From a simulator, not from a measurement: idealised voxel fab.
process module | voxel self aligned contacts
Cross-sectional view cut (width: 180 nm; square cell size: 5 nm).
If you're reading a cross-section in this doc, picture square cells in a grid; it comes to you as bands, top ones listed first down to the bottom, and a band can be one or more rows of cells. Top height, bottom height, nm. Materials left to right, width each, nm. Single material + "all across" = fills band edge to edge. "empty" = empty. All heights in this document are referenced to 0, defined as the level beneath which the wafer, as received, consists entirely of one material. The lowest band is not bounded below; it extends indefinitely downward and is written in the form "0 -> down". Width: "30..40" (first number = top row, second number = bottom row, same change from row to row of cells). Reading "identical to before" for a step: not a cell of the cross-section changed in it. Closed cavities: empty space of 8 cells or more with no open way to the top, each as width x height at its distance from the left edge, in nm. after a step's settings: what the simulator itself notes on the step. overlay nm: how far to the right of its planned place the mask lay on this masked step (negative: to the left).
Listed below are the process steps as planned
| 1 | RECEIVE,material Si |
| 2 | CONFORMAL_DEP,material SiO2,thk nm 5 |
| 3 | DIRECTIONAL_DEP,material polySi,thk nm 30 |
| 4 | DIRECTIONAL_DEP,material SiN,thk nm 25 |
| 5 | PATTERN,tone cover,mask id GATE,material resist,width nm 25,pitch nm 65,thk nm 15,overlay nm 0 |
| 6 | DIRECTIONAL_ETCH,etch materials SiN,depth nm 25 |
| 7 | DIRECTIONAL_ETCH,etch materials polySi,depth nm 30 |
| 8 | STRIP,etch materials resist |
| 9 | CONFORMAL_DEP,material SiN,thk nm 10 |
| 10 | DIRECTIONAL_ETCH,etch materials SiN,depth nm 10 |
| 11 | FILL_DEP,material SiO2,thk nm 10 |
| 12 | CMP,height nm 65 |
| 13 | PATTERN,tone open,mask id CONTACT,material resist,width nm 50,thk nm 15,overlay nm 0 |
| 14 | DIRECTIONAL_ETCH,etch materials SiO2,depth nm 65 |
| 15 | STRIP,etch materials resist |
| 16 | CONFORMAL_DEP,material TiN,thk nm 5 |
| 17 | FILL_DEP,material W,thk nm 10 |
| 18 | CMP,height nm 65 |
| 19 | CONFORMAL_DEP,material SiN,thk nm 5 |
Cross-section of the wafer at receipt, which is the condition after step 1
	0 -> down | Si all across
	Closed cavities: none
End state of the module in cross-section, given the above starting point and plan and one mistake in execution
	70 -> 65 | SiN all across
	65 -> 55 | SiO2: 65 / TiN: 5..20 / W: 40..10 / TiN: 5..20 / SiO2: 65
	55 -> 30 | SiO2: 35 / SiN: 45 / TiN: 5 / W: 10 / TiN: 5 / SiN: 45 / SiO2: 35
	30 -> 5 | SiO2: 35 / SiN: 10 / polySi: 25 / SiN: 10 / TiN: 5 / W: 10 / TiN: 5 / SiN: 10 / polySi: 25 / SiN: 10 / SiO2: 35
	5 -> 0 | SiO2: 35 / SiN: 10 / polySi: 25 / SiN: 10 / TiN: 20 / SiN: 10 / polySi: 25 / SiN: 10 / SiO2: 35
	0 -> down | Si all across
	Closed cavities: none
Run error: execution of step 2 of the plan did not take place, the step having been omitted
